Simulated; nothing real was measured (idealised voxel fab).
process module | voxel capacitor over wiring
cross-section cut | 205 nm wide | cells 5 nm
A cross-section is a grid of square cells, given in bands from the top down. A band is one or more rows of cells.
Each band's line starts with the height of the band's top and of its bottom, in nm. Then come its materials from left to right, each with its width in nm. One material with "throughout" fills the band from edge to edge. "air" is empty space.
Height 0 is the level under which the wafer as received is all one material. The lowest band goes on downwards, as in "0 down".
A width such as "30 to 40" changes by the same amount from each row of cells to the next, from the band's top row to its bottom row.
"no change" after a step means that no cell of the cross-section changed.
closed voids: empty space of 8 cells or more with no open way to the top, each as width x height at its distance from the left edge, in nm
after a step's settings: what the simulator itself notes on the step
overlay nm, on a step with a mask: how far to the right of its planned place the mask lay; to the left if negative
Each pair below shows a cross-section before one step and the cross-section after it, down to the lowest band that changed. The line under each pair gives the step between them, with its settings. The pairs can come from different runs of this module on the same starting wafer, so a pair continues from the pair above only where its "before" says so.
before
  0 down: Si throughout
  closed voids: none
after
  10 to 0: SiO2 throughout
  below 0: unchanged
  closed voids: none
the step between: op CONFORMAL_DEP | material SiO2 | thk nm 10
before: the cross-section after the pair above
after
  15 to 10: TiN throughout
  below 10: unchanged
  closed voids: none
the step between: op DIRECTIONAL_DEP | material TiN | thk nm 5
before: the cross-section after the pair above
after
  35 to 15: Ru throughout
  below 15: unchanged
  closed voids: none
the step between: op DIRECTIONAL_DEP | material Ru | thk nm 20
before: the cross-section after the pair above
after
  45 to 35: aC throughout
  below 35: unchanged
  closed voids: none
the step between: op DIRECTIONAL_DEP | material aC | thk nm 10
before: the cross-section after the pair above
after
  75 to 45: air 40 | resist 30 | air 60 | resist 30 | air 45
  below 45: unchanged
  closed voids: none
the step between: op PATTERN | tone cover | mask id METAL_1 | material resist | width nm 30 | pitch nm 90 | thk nm 30 | overlay nm 0
before: the cross-section after the pair above
after
  65 to 45: air 40 | resist 30 | air 60 | resist 30 | air 45
  45 to 35: air 40 | aC 30 | air 60 | aC 30 | air 45
  below 35: unchanged
  closed voids: none
the step between: op DIRECTIONAL_ETCH | etch materials aC | depth nm 10
before: the cross-section after the pair above
after
  45 to 35: air 40 | aC 30 | air 60 | aC 30 | air 45
  below 35: unchanged
  closed voids: none
the step between: op STRIP | etch materials resist
before: the cross-section after the pair above
after
  45 to 35: air 40 | aC 30 | air 60 | aC 30 | air 45
  35 to 15: air 40 | Ru 30 | air 60 | Ru 30 | air 45
  below 15: unchanged
  closed voids: none
the step between: op DIRECTIONAL_ETCH | etch materials Ru | depth nm 20
before: the cross-section after the pair above
after
  45 to 35: air 40 | aC 30 | air 60 | aC 30 | air 45
  35 to 15: air 40 | Ru 30 | air 60 | Ru 30 | air 45
  15 to 10: air 40 | TiN 30 | air 60 | TiN 30 | air 45
  below 10: unchanged
  closed voids: none
the step between: op DIRECTIONAL_ETCH | etch materials TiN | depth nm 5
before: the cross-section after the pair above
after
  35 to 15: air 40 | Ru 30 | air 60 | Ru 30 | air 45
  below 15: unchanged
  closed voids: none
the step between: op STRIP | etch materials aC
before: the cross-section after the pair above
after
  45 to 35: lowk throughout
  35 to 15: lowk 40 | Ru 30 | lowk 60 | Ru 30 | lowk 45
  15 to 10: lowk 40 | TiN 30 | lowk 60 | TiN 30 | lowk 45
  below 10: unchanged
  closed voids: none
the step between: op FILL_DEP | material lowk | thk nm 10
before: the cross-section after the pair above
after
  35 to 15: lowk 40 | Ru 30 | lowk 60 | Ru 30 | lowk 45
  below 15: unchanged
  closed voids: none
the step between: op CMP | height nm 35
before: the cross-section after the pair above
after
  40 to 35: SiCN throughout
  below 35: unchanged
  closed voids: none
the step between: op CONFORMAL_DEP | material SiCN | thk nm 5
before: the cross-section after the pair above
after
  55 to 40: lowk throughout
  below 40: unchanged
  closed voids: none
the step between: op DIRECTIONAL_DEP | material lowk | thk nm 15
before: the cross-section after the pair above
after
  65 to 55: aC throughout
  below 55: unchanged
  closed voids: none
the step between: op DIRECTIONAL_DEP | material aC | thk nm 10
before: the cross-section after the pair above
after
  95 to 65: resist 55 | air 15 | resist 135
  below 65: unchanged
  closed voids: none
the step between: op PATTERN | tone open | mask id PLUG_1 | material resist | width nm 15 | thk nm 30 | overlay nm 0
before: the cross-section after the pair above
after
  85 to 65: resist 55 | air 15 | resist 135
  65 to 55: aC 55 | air 15 | aC 135
  below 55: unchanged
  closed voids: none
the step between: op DIRECTIONAL_ETCH | etch materials aC | depth nm 10
before: the cross-section after the pair above
after
  65 to 55: aC 55 | air 15 | aC 135
  below 55: unchanged
  closed voids: none
the step between: op STRIP | etch materials resist
before: the cross-section after the pair above
after
  65 to 55: aC 55 | air 15 | aC 135
  55 to 40: lowk 55 | air 15 | lowk 135
  below 40: unchanged
  closed voids: none
the step between: op DIRECTIONAL_ETCH | etch materials lowk | depth nm 15
before: the cross-section after the pair above
after
  65 to 55: aC 55 | air 15 | aC 135
  55 to 40: lowk 55 | air 15 | lowk 135
  40 to 35: SiCN 55 | air 15 | SiCN 135
  below 35: unchanged
  closed voids: none
the step between: op DIRECTIONAL_ETCH | etch materials SiCN | depth nm 5
before: the cross-section after the pair above
after
  55 to 40: lowk 55 | air 15 | lowk 135
  below 40: unchanged
  closed voids: none
the step between: op STRIP | etch materials aC
before: the cross-section after the pair above
after
  55 to 45: lowk 55 | air 15 | lowk 135
  45 to 40: lowk 55 | Ru 15 | lowk 135
  40 to 35: SiCN 55 | Ru 15 | SiCN 135
  below 35: unchanged
  closed voids: none
the step between: op EPI | material Ru | thk nm 10
before: the cross-section after the pair above
after
  55 to 40: lowk 55 | Ru 15 | lowk 135
  below 40: unchanged
  closed voids: none
the step between: op EPI | material Ru | thk nm 10
before: the cross-section after the pair above
after
  65 to 55: TiN throughout
  below 55: unchanged
  closed voids: none
the step between: op DIRECTIONAL_DEP | material TiN | thk nm 10
before: the cross-section after the pair above
after
  70 to 65: HfO2 throughout
  below 65: unchanged
  closed voids: none
the step between: op DIRECTIONAL_DEP | material HfO2 | thk nm 5
before: the cross-section after the pair above
after
  75 to 70: TiN throughout
  below 70: unchanged
  closed voids: none
the step between: op DIRECTIONAL_DEP | material TiN | thk nm 5
before: the cross-section after the pair above
after
  85 to 75: aC throughout
  below 75: unchanged
  closed voids: none
the step between: op DIRECTIONAL_DEP | material aC | thk nm 10
before: the cross-section after the pair above
after
  115 to 85: air 55 | resist 65 | air 85
  below 85: unchanged
  closed voids: none
the step between: op PATTERN | tone cover | mask id UPPER_PLATE | material resist | width nm 65 | thk nm 30 | overlay nm 0
before: the cross-section after the pair above
after
  105 to 85: air 55 | resist 65 | air 85
  85 to 75: air 55 | aC 65 | air 85
  below 75: unchanged
  closed voids: none
the step between: op DIRECTIONAL_ETCH | etch materials aC | depth nm 10
before: the cross-section after the pair above
after
  85 to 75: air 55 | aC 65 | air 85
  below 75: unchanged
  closed voids: none
the step between: op STRIP | etch materials resist
before: the cross-section after the pair above
after
  85 to 75: air 55 | aC 65 | air 85
  75 to 70: air 55 | TiN 65 | air 85
  below 70: unchanged
  closed voids: none
the step between: op DIRECTIONAL_ETCH | etch materials TiN | depth nm 5
before: the cross-section after the pair above
after
  85 to 75: air 55 | aC 65 | air 85
  75 to 70: air 55 | TiN 65 | air 85
  70 to 65: air 55 | HfO2 65 | air 85
  below 65: unchanged
  closed voids: none
the step between: op DIRECTIONAL_ETCH | etch materials HfO2 | depth nm 5
before: the cross-section after the pair above
after
  75 to 70: air 55 | TiN 65 | air 85
  below 70: unchanged
  closed voids: none
the step between: op STRIP | etch materials aC
before: the cross-section after the pair above
after
  95 to 75: air 50 | resist 75 | air 80
  75 to 70: air 50 | resist 5 | TiN 65 | resist 5 | air 80
  70 to 65: air 50 | resist 5 | HfO2 65 | resist 5 | air 80
  below 65: unchanged
  closed voids: none
the step between: op PATTERN | tone cover | mask id LOWER_PLATE | material resist | width nm 75 | thk nm 20 | overlay nm 0
before: the cross-section after the pair above
after
  95 to 75: air 50 | resist 75 | air 80
  75 to 70: air 50 | resist 5 | TiN 65 | resist 5 | air 80
  70 to 65: air 50 | resist 5 | HfO2 65 | resist 5 | air 80
  65 to 55: air 50 | TiN 75 | air 80
  below 55: unchanged
  closed voids: none
the step between: op DIRECTIONAL_ETCH | etch materials TiN | depth nm 10
before: the cross-section after the pair above
after
  75 to 70: air 55 | TiN 65 | air 85
  70 to 65: air 55 | HfO2 65 | air 85
  below 65: unchanged
  closed voids: none
the step between: op STRIP | etch materials resist
before: the cross-section after the pair above
after
  90 to 75: SiO2 throughout
  75 to 70: SiO2 55 | TiN 65 | SiO2 85
  70 to 65: SiO2 55 | HfO2 65 | SiO2 85
  65 to 55: SiO2 50 | TiN 75 | SiO2 80
  below 55: unchanged
  closed voids: none
the step between: op FILL_DEP | material SiO2 | thk nm 15
before: the cross-section after the pair above
after
  85 to 75: SiO2 throughout
  below 75: unchanged
  closed voids: none
the step between: op CMP | height nm 85
before: the cross-section after the pair above
after
  100 to 85: resist 65 | air 15 | resist 125
  below 85: unchanged
  closed voids: none
the step between: op PATTERN | tone open | mask id PLUG_2 | material resist | width nm 15 | thk nm 15 | overlay nm 0
before: the cross-section after the pair above
after
  100 to 85: resist 65 | air 15 | resist 125
  85 to 75: SiO2 65 | air 15 | SiO2 125
  below 75: unchanged
  closed voids: none
the step between: op DIRECTIONAL_ETCH | etch materials SiO2 | depth nm 10
before: the cross-section after the pair above
after
  85 to 75: SiO2 65 | air 15 | SiO2 125
  below 75: unchanged
  closed voids: none
the step between: op STRIP | etch materials resist
before: the cross-section after the pair above
after
  90 to 85: TiN 70 | air 5 | TiN 130
  85 to 80: SiO2 65 | TiN 5 | air 5 | TiN 5 | SiO2 125
  80 to 70: SiO2 65 to 55 | TiN 15 to 65 | SiO2 125 to 85
  below 70: unchanged
  closed voids: none
the step between: op CONFORMAL_DEP | material TiN | thk nm 5
before: the cross-section after the pair above
after
  100 to 90: Cu throughout
  90 to 85: TiN 70 | Cu 5 | TiN 130
  85 to 80: SiO2 65 | TiN 5 | Cu 5 | TiN 5 | SiO2 125
  below 80: unchanged
  closed voids: none
the step between: op FILL_DEP | material Cu | thk nm 10
before: the cross-section after the pair above
after
  85 to 80: SiO2 65 | TiN 5 | Cu 5 | TiN 5 | SiO2 125
  below 80: unchanged
  closed voids: none
the step between: op CMP | height nm 85
before: the cross-section after the pair above
after
  90 to 85: SiCN throughout
  below 85: unchanged
  closed voids: none
the step between: op CONFORMAL_DEP | material SiCN | thk nm 5
before
  0 down: Si throughout
  closed voids: none
after
  5 to 0: TiN throughout
  below 0: unchanged
  closed voids: none
the step between: op DIRECTIONAL_DEP | material TiN | thk nm 5
before: the cross-section after the pair above
after
  25 to 5: Ru throughout
  below 5: unchanged
  closed voids: none
the step between: op DIRECTIONAL_DEP | material Ru | thk nm 20
before: the cross-section after the pair above
after
  35 to 25: aC throughout
  below 25: unchanged
  closed voids: none
the step between: op DIRECTIONAL_DEP | material aC | thk nm 10
before: the cross-section after the pair above
after
  65 to 35: air 40 | resist 30 | air 60 | resist 30 | air 45
  below 35: unchanged
  closed voids: none
the step between: op PATTERN | tone cover | mask id METAL_1 | material resist | width nm 30 | pitch nm 90 | thk nm 30 | overlay nm 0
before: the cross-section after the pair above
after
  55 to 35: air 40 | resist 30 | air 60 | resist 30 | air 45
  35 to 25: air 40 | aC 30 | air 60 | aC 30 | air 45
  below 25: unchanged
  closed voids: none
the step between: op DIRECTIONAL_ETCH | etch materials aC | depth nm 10
before: the cross-section after the pair above
after
  35 to 25: air 40 | aC 30 | air 60 | aC 30 | air 45
  below 25: unchanged
  closed voids: none
the step between: op STRIP | etch materials resist
before: the cross-section after the pair above
after
  35 to 25: air 40 | aC 30 | air 60 | aC 30 | air 45
  25 to 5: air 40 | Ru 30 | air 60 | Ru 30 | air 45
  below 5: unchanged
  closed voids: none
the step between: op DIRECTIONAL_ETCH | etch materials Ru | depth nm 20
before: the cross-section after the pair above
after
  35 to 25: air 40 | aC 30 | air 60 | aC 30 | air 45
  25 to 5: air 40 | Ru 30 | air 60 | Ru 30 | air 45
  5 to 0: air 40 | TiN 30 | air 60 | TiN 30 | air 45
  below 0: unchanged
  closed voids: none
the step between: op DIRECTIONAL_ETCH | etch materials TiN | depth nm 5
before: the cross-section after the pair above
after
  25 to 5: air 40 | Ru 30 | air 60 | Ru 30 | air 45
  below 5: unchanged
  closed voids: none
the step between: op STRIP | etch materials aC
before: the cross-section after the pair above
after
  35 to 25: lowk throughout
  25 to 5: lowk 40 | Ru 30 | lowk 60 | Ru 30 | lowk 45
  5 to 0: lowk 40 | TiN 30 | lowk 60 | TiN 30 | lowk 45
  below 0: unchanged
  closed voids: none
the step between: op FILL_DEP | material lowk | thk nm 10
before: the cross-section after the pair above
after
  40 to 35: SiCN throughout
  below 35: unchanged
  closed voids: none
the step between: op CONFORMAL_DEP | material SiCN | thk nm 5
before: the cross-section after the pair above
after
  55 to 40: lowk throughout
  below 40: unchanged
  closed voids: none
the step between: op DIRECTIONAL_DEP | material lowk | thk nm 15
before: the cross-section after the pair above
after
  65 to 55: aC throughout
  below 55: unchanged
  closed voids: none
the step between: op DIRECTIONAL_DEP | material aC | thk nm 10
before: the cross-section after the pair above
after
  95 to 65: resist 55 | air 15 | resist 135
  below 65: unchanged
  closed voids: none
the step between: op PATTERN | tone open | mask id PLUG_1 | material resist | width nm 15 | thk nm 30 | overlay nm 0
before: the cross-section after the pair above
after
  85 to 65: resist 55 | air 15 | resist 135
  65 to 55: aC 55 | air 15 | aC 135
  below 55: unchanged
  closed voids: none
the step between: op DIRECTIONAL_ETCH | etch materials aC | depth nm 10
before: the cross-section after the pair above
after
  65 to 55: aC 55 | air 15 | aC 135
  below 55: unchanged
  closed voids: none
the step between: op STRIP | etch materials resist
before: the cross-section after the pair above
after
  65 to 55: aC 55 | air 15 | aC 135
  55 to 40: lowk 55 | air 15 | lowk 135
  below 40: unchanged
  closed voids: none
the step between: op DIRECTIONAL_ETCH | etch materials lowk | depth nm 15
before: the cross-section after the pair above
after
  65 to 55: aC 55 | air 15 | aC 135
  55 to 40: lowk 55 | air 15 | lowk 135
  40 to 35: SiCN 55 | air 15 | SiCN 135
  below 35: unchanged
  closed voids: none
the step between: op DIRECTIONAL_ETCH | etch materials SiCN | depth nm 5
before: the cross-section after the pair above
after
  55 to 40: lowk 55 | air 15 | lowk 135
  below 40: unchanged
  closed voids: none
the step between: op STRIP | etch materials aC
before: the cross-section after the pair above
after
  65 to 55: TiN 55 | air 15 | TiN 135
  55 to 45: lowk 55 | air 15 | lowk 135
  45 to 40: lowk 55 | TiN 15 | lowk 135
  40 to 35: SiCN 55 | TiN 15 | SiCN 135
  below 35: unchanged
  closed voids: none
the step between: op DIRECTIONAL_DEP | material TiN | thk nm 10
before: the cross-section after the pair above
after
  70 to 65: HfO2 55 | air 15 | HfO2 135
  65 to 55: TiN 55 | air 15 | TiN 135
  55 to 50: lowk 55 | air 15 | lowk 135
  50 to 45: lowk 55 | HfO2 15 | lowk 135
  below 45: unchanged
  closed voids: none
the step between: op DIRECTIONAL_DEP | material HfO2 | thk nm 5
before: the cross-section after the pair above
after
  75 to 70: TiN 55 | air 15 | TiN 135
  70 to 65: HfO2 55 | air 15 | HfO2 135
  65 to 55: TiN 55 | air 15 | TiN 135
  55 to 50: lowk 55 | TiN 15 | lowk 135
  below 50: unchanged
  closed voids: none
the step between: op DIRECTIONAL_DEP | material TiN | thk nm 5
before: the cross-section after the pair above
after
  85 to 75: aC 55 | air 15 | aC 135
  75 to 70: TiN 55 | air 15 | TiN 135
  70 to 65: HfO2 55 | air 15 | HfO2 135
  65 to 55: TiN 55 | aC 15 | TiN 135
  below 55: unchanged
  closed voids: none
the step between: op DIRECTIONAL_DEP | material aC | thk nm 10
before: the cross-section after the pair above
after
  115 to 85: air 55 | resist 65 | air 85
  85 to 75: aC 55 | resist 15 | aC 135
  75 to 70: TiN 55 | resist 15 | TiN 135
  70 to 65: HfO2 55 | resist 15 | HfO2 135
  below 65: unchanged
  closed voids: none
the step between: op PATTERN | tone cover | mask id UPPER_PLATE | material resist | width nm 65 | thk nm 30 | overlay nm 0
before: the cross-section after the pair above
after
  105 to 85: air 55 | resist 65 | air 85
  85 to 75: air 55 | resist 15 | aC 50 | air 85
  below 75: unchanged
  closed voids: none
the step between: op DIRECTIONAL_ETCH | etch materials aC | depth nm 10
before: the cross-section after the pair above
after
  85 to 75: air 70 | aC 50 | air 85
  75 to 70: TiN 55 | air 15 | TiN 135
  70 to 65: HfO2 55 | air 15 | HfO2 135
  below 65: unchanged
  closed voids: none
the step between: op STRIP | etch materials resist
before: the cross-section after the pair above
after
  85 to 75: air 70 | aC 50 | air 85
  75 to 70: air 70 | TiN 50 | air 85
  below 70: unchanged
  closed voids: none
the step between: op DIRECTIONAL_ETCH | etch materials TiN | depth nm 5
before: the cross-section after the pair above
after
  85 to 75: air 70 | aC 50 | air 85
  75 to 70: air 70 | TiN 50 | air 85
  70 to 65: air 70 | HfO2 50 | air 85
  below 65: unchanged
  closed voids: none
the step between: op DIRECTIONAL_ETCH | etch materials HfO2 | depth nm 5
before: the cross-section after the pair above
after
  75 to 70: air 70 | TiN 50 | air 85
  70 to 65: air 70 | HfO2 50 | air 85
  65 to 55: TiN 55 | air 15 | TiN 135
  below 55: unchanged
  closed voids: none
the step between: op STRIP | etch materials aC
before: the cross-section after the pair above
after
  95 to 75: air 50 | resist 75 | air 80
  75 to 70: air 50 | resist 20 | TiN 50 | resist 5 | air 80
  70 to 65: air 50 | resist 20 | HfO2 50 | resist 5 | air 80
  65 to 55: TiN 55 | resist 15 | TiN 135
  below 55: unchanged
  closed voids: none
the step between: op PATTERN | tone cover | mask id LOWER_PLATE | material resist | width nm 75 | thk nm 20 | overlay nm 0
before: the cross-section after the pair above
after
  95 to 75: air 50 | resist 75 | air 80
  75 to 70: air 50 | resist 20 | TiN 50 | resist 5 | air 80
  70 to 65: air 50 | resist 20 | HfO2 50 | resist 5 | air 80
  65 to 55: air 50 | TiN 5 | resist 15 | TiN 55 | air 80
  below 55: unchanged
  closed voids: none
the step between: op DIRECTIONAL_ETCH | etch materials TiN | depth nm 10
before: the cross-section after the pair above
after
  75 to 70: air 70 | TiN 50 | air 85
  70 to 65: air 70 | HfO2 50 | air 85
  65 to 55: air 50 | TiN 5 | air 15 | TiN 55 | air 80
  below 55: unchanged
  closed voids: none
the step between: op STRIP | etch materials resist
before: the cross-section after the pair above
after
  90 to 75: SiO2 throughout
  75 to 70: SiO2 70 | TiN 50 | SiO2 85
  70 to 65: SiO2 70 | HfO2 50 | SiO2 85
  65 to 55: SiO2 50 | TiN 5 | SiO2 15 | TiN 55 | SiO2 80
  below 55: unchanged
  closed voids: none
the step between: op FILL_DEP | material SiO2 | thk nm 15
before: the cross-section after the pair above
after
  85 to 75: SiO2 throughout
  below 75: unchanged
  closed voids: none
the step between: op CMP | height nm 85
before: the cross-section after the pair above
after
  100 to 85: resist 65 | air 15 | resist 125
  below 85: unchanged
  closed voids: none
the step between: op PATTERN | tone open | mask id PLUG_2 | material resist | width nm 15 | thk nm 15 | overlay nm 0
before: the cross-section after the pair above
after
  100 to 85: resist 65 | air 15 | resist 125
  85 to 75: SiO2 65 | air 15 | SiO2 125
  below 75: unchanged
  closed voids: none
the step between: op DIRECTIONAL_ETCH | etch materials SiO2 | depth nm 10
before: the cross-section after the pair above
after
  85 to 75: SiO2 65 | air 15 | SiO2 125
  below 75: unchanged
  closed voids: none
the step between: op STRIP | etch materials resist
before: the cross-section after the pair above
after
  90 to 85: TiN 70 | air 5 | TiN 130
  85 to 80: SiO2 65 | TiN 5 | air 5 | TiN 5 | SiO2 125
  80 to 70: SiO2 65 to 70 | TiN 15 to 50 | SiO2 125 to 85
  below 70: unchanged
  closed voids: none
the step between: op CONFORMAL_DEP | material TiN | thk nm 5
before: the cross-section after the pair above
after
  100 to 90: Cu throughout
  90 to 85: TiN 70 | Cu 5 | TiN 130
  85 to 80: SiO2 65 | TiN 5 | Cu 5 | TiN 5 | SiO2 125
  below 80: unchanged
  closed voids: none
the step between: op FILL_DEP | material Cu | thk nm 10
before: the cross-section after the pair above
after
  85 to 80: SiO2 65 | TiN 5 | Cu 5 | TiN 5 | SiO2 125
  below 80: unchanged
  closed voids: none
the step between: op CMP | height nm 85
before: the cross-section after the pair above
after
  90 to 85: SiCN throughout
  below 85: unchanged
  closed voids: none
the step between: op CONFORMAL_DEP | material SiCN | thk nm 5
before
  55 to 40: lowk throughout
  40 to 35: SiCN throughout
  35 to 15: lowk 40 | Ru 30 | lowk 60 | Ru 30 | lowk 45
  15 to 10: lowk 40 | TiN 30 | lowk 60 | TiN 30 | lowk 45
  10 to 0: SiO2 throughout
  0 down: Si throughout
  closed voids: none
after
  70 to 40: lowk throughout
  below 40: unchanged
  closed voids: none
the step between: op DIRECTIONAL_DEP | material lowk | thk nm 15
before: the cross-section after the pair above
after
  80 to 70: aC throughout
  below 70: unchanged
  closed voids: none
the step between: op DIRECTIONAL_DEP | material aC | thk nm 10
before: the cross-section after the pair above
after
  110 to 80: resist 55 | air 15 | resist 135
  below 80: unchanged
  closed voids: none
the step between: op PATTERN | tone open | mask id PLUG_1 | material resist | width nm 15 | thk nm 30 | overlay nm 0
before: the cross-section after the pair above
after
  100 to 80: resist 55 | air 15 | resist 135
  80 to 70: aC 55 | air 15 | aC 135
  below 70: unchanged
  closed voids: none
the step between: op DIRECTIONAL_ETCH | etch materials aC | depth nm 10
before: the cross-section after the pair above
after
  80 to 70: aC 55 | air 15 | aC 135
  below 70: unchanged
  closed voids: none
the step between: op STRIP | etch materials resist
before: the cross-section after the pair above
after
  80 to 70: aC 55 | air 15 | aC 135
  70 to 55: lowk 55 | air 15 | lowk 135
  below 55: unchanged
  closed voids: none
the step between: op DIRECTIONAL_ETCH | etch materials lowk | depth nm 15
before: the cross-section after the pair above
after
  70 to 55: lowk 55 | air 15 | lowk 135
  below 55: unchanged
  closed voids: none
the step between: op STRIP | etch materials aC
before: the cross-section after the pair above
after
  80 to 70: TiN 55 | air 15 | TiN 135
  70 to 65: lowk 55 | air 15 | lowk 135
  65 to 55: lowk 55 | TiN 15 | lowk 135
  below 55: unchanged
  closed voids: none
the step between: op DIRECTIONAL_DEP | material TiN | thk nm 10
before: the cross-section after the pair above
after
  85 to 80: HfO2 55 | air 15 | HfO2 135
  80 to 70: TiN 55 | air 15 | TiN 135
  70 to 65: lowk 55 | HfO2 15 | lowk 135
  below 65: unchanged
  closed voids: none
the step between: op DIRECTIONAL_DEP | material HfO2 | thk nm 5
before: the cross-section after the pair above
after
  90 to 85: TiN 55 | air 15 | TiN 135
  85 to 80: HfO2 55 | air 15 | HfO2 135
  80 to 75: TiN 55 | air 15 | TiN 135
  75 to 70: TiN throughout
  below 70: unchanged
  closed voids: none
the step between: op DIRECTIONAL_DEP | material TiN | thk nm 5
before: the cross-section after the pair above
after
  100 to 90: aC 55 | air 15 | aC 135
  90 to 85: TiN 55 | air 15 | TiN 135
  85 to 80: HfO2 55 | aC 15 | HfO2 135
  80 to 75: TiN 55 | aC 15 | TiN 135
  below 75: unchanged
  closed voids: none
the step between: op DIRECTIONAL_DEP | material aC | thk nm 10
before: the cross-section after the pair above
after
  130 to 100: air 55 | resist 65 | air 85
  100 to 90: aC 55 | resist 15 | aC 135
  90 to 85: TiN 55 | resist 15 | TiN 135
  below 85: unchanged
  closed voids: none
the step between: op PATTERN | tone cover | mask id UPPER_PLATE | material resist | width nm 65 | thk nm 30 | overlay nm 0
before: the cross-section after the pair above
after
  120 to 100: air 55 | resist 65 | air 85
  100 to 90: air 55 | resist 15 | aC 50 | air 85
  below 90: unchanged
  closed voids: none
the step between: op DIRECTIONAL_ETCH | etch materials aC | depth nm 10
before: the cross-section after the pair above
after
  100 to 90: air 70 | aC 50 | air 85
  90 to 85: TiN 55 | air 15 | TiN 135
  below 85: unchanged
  closed voids: none
the step between: op STRIP | etch materials resist
before: the cross-section after the pair above
after
  100 to 90: air 70 | aC 50 | air 85
  90 to 85: air 70 | TiN 50 | air 85
  below 85: unchanged
  closed voids: none
the step between: op DIRECTIONAL_ETCH | etch materials TiN | depth nm 5
before: the cross-section after the pair above
after
  100 to 90: air 70 | aC 50 | air 85
  90 to 85: air 70 | TiN 50 | air 85
  85 to 80: air 55 | aC 15 | HfO2 50 | air 85
  below 80: unchanged
  closed voids: none
the step between: op DIRECTIONAL_ETCH | etch materials HfO2 | depth nm 5
before: the cross-section after the pair above
after
  90 to 85: air 70 | TiN 50 | air 85
  85 to 80: air 70 | HfO2 50 | air 85
  80 to 75: TiN 55 | air 15 | TiN 135
  below 75: unchanged
  closed voids: none
the step between: op STRIP | etch materials aC
before: the cross-section after the pair above
after
  110 to 90: air 50 | resist 75 | air 80
  90 to 85: air 50 | resist 20 | TiN 50 | resist 5 | air 80
  85 to 80: air 50 | resist 20 | HfO2 50 | resist 5 | air 80
  80 to 75: TiN 55 | resist 15 | TiN 135
  below 75: unchanged
  closed voids: none
the step between: op PATTERN | tone cover | mask id LOWER_PLATE | material resist | width nm 75 | thk nm 20 | overlay nm 0
before: the cross-section after the pair above
after
  110 to 90: air 50 | resist 75 | air 80
  90 to 85: air 50 | resist 20 | TiN 50 | resist 5 | air 80
  85 to 80: air 50 | resist 20 | HfO2 50 | resist 5 | air 80
  80 to 75: air 50 | TiN 5 | resist 15 | TiN 55 | air 80
  75 to 70: air 50 | TiN 75 | air 80
  below 70: unchanged
  closed voids: none
the step between: op DIRECTIONAL_ETCH | etch materials TiN | depth nm 10
before: the cross-section after the pair above
after
  90 to 85: air 70 | TiN 50 | air 85
  85 to 80: air 70 | HfO2 50 | air 85
  80 to 75: air 50 | TiN 5 | air 15 | TiN 55 | air 80
  below 75: unchanged
  closed voids: none
the step between: op STRIP | etch materials resist
before: the cross-section after the pair above
after
  105 to 90: SiO2 throughout
  90 to 85: SiO2 70 | TiN 50 | SiO2 85
  85 to 80: SiO2 70 | HfO2 50 | SiO2 85
  80 to 75: SiO2 50 | TiN 5 | SiO2 15 | TiN 55 | SiO2 80
  75 to 70: SiO2 50 | TiN 75 | SiO2 80
  below 70: unchanged
  closed voids: none
the step between: op FILL_DEP | material SiO2 | thk nm 15
before: the cross-section after the pair above
after
  85 to 80: SiO2 70 | HfO2 50 | SiO2 85
  below 80: unchanged
  closed voids: none
the step between: op CMP | height nm 85
before: the cross-section after the pair above
after
  100 to 85: resist 65 | air 15 | resist 125
  below 85: unchanged
  closed voids: none
the step between: op PATTERN | tone open | mask id PLUG_2 | material resist | width nm 15 | thk nm 15 | overlay nm 0
before: the cross-section after the pair above
after
  100 to 85: resist 65 | air 15 | resist 125
  85 to 80: SiO2 65 | air 5 | HfO2 50 | SiO2 85
  80 to 75: SiO2 50 | TiN 5 | SiO2 10 | air 5 | TiN 55 | SiO2 80
  below 75: unchanged
  closed voids: none
the step between: op DIRECTIONAL_ETCH | etch materials SiO2 | depth nm 10
before: the cross-section after the pair above
after
  85 to 80: SiO2 65 | air 5 | HfO2 50 | SiO2 85
  below 80: unchanged
  closed voids: none
the step between: op STRIP | etch materials resist
before: the cross-section after the pair above
after
  90 to 85: TiN throughout
  85 to 80: SiO2 65 | TiN 5 | HfO2 50 | SiO2 85
  80 to 75: SiO2 50 | TiN 5 | SiO2 10 | TiN 60 | SiO2 80
  below 75: unchanged
  closed voids: none
the step between: op CONFORMAL_DEP | material TiN | thk nm 5
before: the cross-section after the pair above
after
  100 to 90: Cu throughout
  below 90: unchanged
  closed voids: none
the step between: op FILL_DEP | material Cu | thk nm 10
before: the cross-section after the pair above
after
  85 to 80: SiO2 65 | TiN 5 | HfO2 50 | SiO2 85
  below 80: unchanged
  closed voids: none
the step between: op CMP | height nm 85
before: the cross-section after the pair above
after
  90 to 85: SiCN throughout
  below 85: unchanged
  closed voids: none
the step between: op CONFORMAL_DEP | material SiCN | thk nm 5
before
  55 to 45: lowk 55 | air 15 | lowk 135
  45 to 40: lowk 55 | Ru 15 | lowk 135
  40 to 35: SiCN 55 | Ru 15 | SiCN 135
  35 to 15: lowk 40 | Ru 30 | lowk 60 | Ru 30 | lowk 45
  15 to 10: lowk 40 | TiN 30 | lowk 60 | TiN 30 | lowk 45
  10 to 0: SiO2 throughout
  0 down: Si throughout
  closed voids: none
after
  65 to 55: TiN 55 | air 15 | TiN 135
  55 to 45: lowk 55 | TiN 15 | lowk 135
  below 45: unchanged
  closed voids: none
the step between: op DIRECTIONAL_DEP | material TiN | thk nm 10
before: the cross-section after the pair above
after
  75 to 65: Ru throughout
  65 to 55: TiN 55 | Ru 15 | TiN 135
  below 55: unchanged
  closed voids: none
the step between: op EPI | material Ru | thk nm 10
before: the cross-section after the pair above
after
  80 to 75: HfO2 throughout
  below 75: unchanged
  closed voids: none
the step between: op DIRECTIONAL_DEP | material HfO2 | thk nm 5
before: the cross-section after the pair above
after
  85 to 80: TiN throughout
  below 80: unchanged
  closed voids: none
the step between: op DIRECTIONAL_DEP | material TiN | thk nm 5
before: the cross-section after the pair above
after
  95 to 85: aC throughout
  below 85: unchanged
  closed voids: none
the step between: op DIRECTIONAL_DEP | material aC | thk nm 10
before: the cross-section after the pair above
after
  125 to 95: air 55 | resist 65 | air 85
  below 95: unchanged
  closed voids: none
the step between: op PATTERN | tone cover | mask id UPPER_PLATE | material resist | width nm 65 | thk nm 30 | overlay nm 0
before: the cross-section after the pair above
after
  115 to 95: air 55 | resist 65 | air 85
  95 to 85: air 55 | aC 65 | air 85
  below 85: unchanged
  closed voids: none
the step between: op DIRECTIONAL_ETCH | etch materials aC | depth nm 10
before: the cross-section after the pair above
after
  95 to 85: air 55 | aC 65 | air 85
  below 85: unchanged
  closed voids: none
the step between: op STRIP | etch materials resist
before: the cross-section after the pair above
after
  95 to 85: air 55 | aC 65 | air 85
  85 to 80: air 55 | TiN 65 | air 85
  below 80: unchanged
  closed voids: none
the step between: op DIRECTIONAL_ETCH | etch materials TiN | depth nm 5
before: the cross-section after the pair above
after
  95 to 85: air 55 | aC 65 | air 85
  85 to 80: air 55 | TiN 65 | air 85
  80 to 75: air 55 | HfO2 65 | air 85
  below 75: unchanged
  closed voids: none
the step between: op DIRECTIONAL_ETCH | etch materials HfO2 | depth nm 5
before: the cross-section after the pair above
after
  85 to 80: air 55 | TiN 65 | air 85
  below 80: unchanged
  closed voids: none
the step between: op STRIP | etch materials aC
